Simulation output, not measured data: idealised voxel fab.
Name of the process module below: voxel double patterning
Cross-section cut: width 295 nm, square cells of 5 nm.
Cross-section spec: square-cell grid; bands listed top down; each band is one or more rows.
This entry defines a band. It first specifies the height of the band's top and the height of its bottom in nm, and then specifies the band's materials from left to right, stating each material with its width in nm. The word "edge to edge" identifies a single material that fills the band from edge to edge, while the word "air" identifies empty space.
Heights are expressed relative to 0, this being the level below which the as-received wafer comprises one material exclusively. The lowest band is unbounded in the downward direction and is denoted as in "from 0 down".
Top row gets the first number, bottom row gets the second, and each row in between changes by the same step: that is how a band width like "30 to 40" works.
A step reported as "nothing got changed" is a step in which no cell of the cross-section changed.
Listed in "Sealed-off cavities": every empty space of 8 or more cells without an open way to the top. Form: width x height at distance, the distance being from the left edge, all in nm.
On each step's line, the part that comes after the settings is the simulator's own comment on the step.
Each step line may optionally specify "overlay nm", which for a step with a mask gives the rightward distance between the mask's planned place and where it lay, a negative value indicating the leftward direction.
LIST OF PLANNED PROCESS STEPS
1 RECEIVE with material Si
2 CONFORMAL_DEP with material SiN, thk nm 10
3 DIRECTIONAL_DEP with material SiO2, thk nm 15
4 DIRECTIONAL_DEP with material SiCN, thk nm 5
5 PATTERN with tone open, mask id FIRST, material resist, width nm 15, pitch nm 50, thk nm 15, overlay nm 0
6 DIRECTIONAL_ETCH with etch materials SiCN, depth nm 5
7 STRIP with etch materials resist
8 DIRECTIONAL_DEP with material aC, thk nm 10
9 PATTERN with tone open, mask id SECOND, material resist, width nm 15, thk nm 30, overlay nm -15
10 DIRECTIONAL_ETCH with etch materials aC, depth nm 10
11 STRIP with etch materials resist
12 DIRECTIONAL_ETCH with etch materials SiCN, depth nm 5
13 STRIP with etch materials aC
14 DIRECTIONAL_ETCH with etch materials SiO2, depth nm 15
15 STRIP with etch materials SiCN
Keep in mind the plan's value for the overlay nm of step 9 comes from the first wafer; the wafers don't share that setting, but they do share the same starting point.
AS-RECEIVED STATE AFTER STEP 1, FIRST OF SEVERAL WAFERS, CROSS-SECTION
> from 0 down = Si edge to edge
> Sealed-off cavities: none
HERE IS THE CROSS-SECTION OF THE FIRST OF SEVERAL WAFERS AT THE END OF THE MODULE, AFTER ITS LAST STEP, STEP 15
> from 25 to 10 = 115 nm SiO2 | 25 nm air | 25 nm SiO2 | 15 nm air | 115 nm SiO2
> from 10 to 0 = SiN edge to edge
> from 0 down = Si edge to edge
> Sealed-off cavities: none
LAST WAFER AT THE END
> from 25 to 10 = 115 nm SiO2 | 15 nm air | 25 nm SiO2 | 25 nm air | 115 nm SiO2
> from 10 to 0 = SiN edge to edge
> from 0 down = Si edge to edge
> Sealed-off cavities: none
PER WAFER, END OF MODULE: CELLS GAINED (+) OR LOST (-) PER MATERIAL SINCE RECEIPT, THEN CLOSED VOIDS
overlay nm -15 | +118 SiN | +153 SiO2 | Sealed-off cavities: none
overlay nm -10 | +118 SiN | +150 SiO2 | Sealed-off cavities: none
overlay nm -5 | +118 SiN | +150 SiO2 | Sealed-off cavities: none
overlay nm 0 | +118 SiN | +150 SiO2 | Sealed-off cavities: none
overlay nm 5 | +118 SiN | +150 SiO2 | Sealed-off cavities: none
overlay nm 10 | +118 SiN | +150 SiO2 | Sealed-off cavities: none
overlay nm 15 | +118 SiN | +153 SiO2 | Sealed-off cavities: none
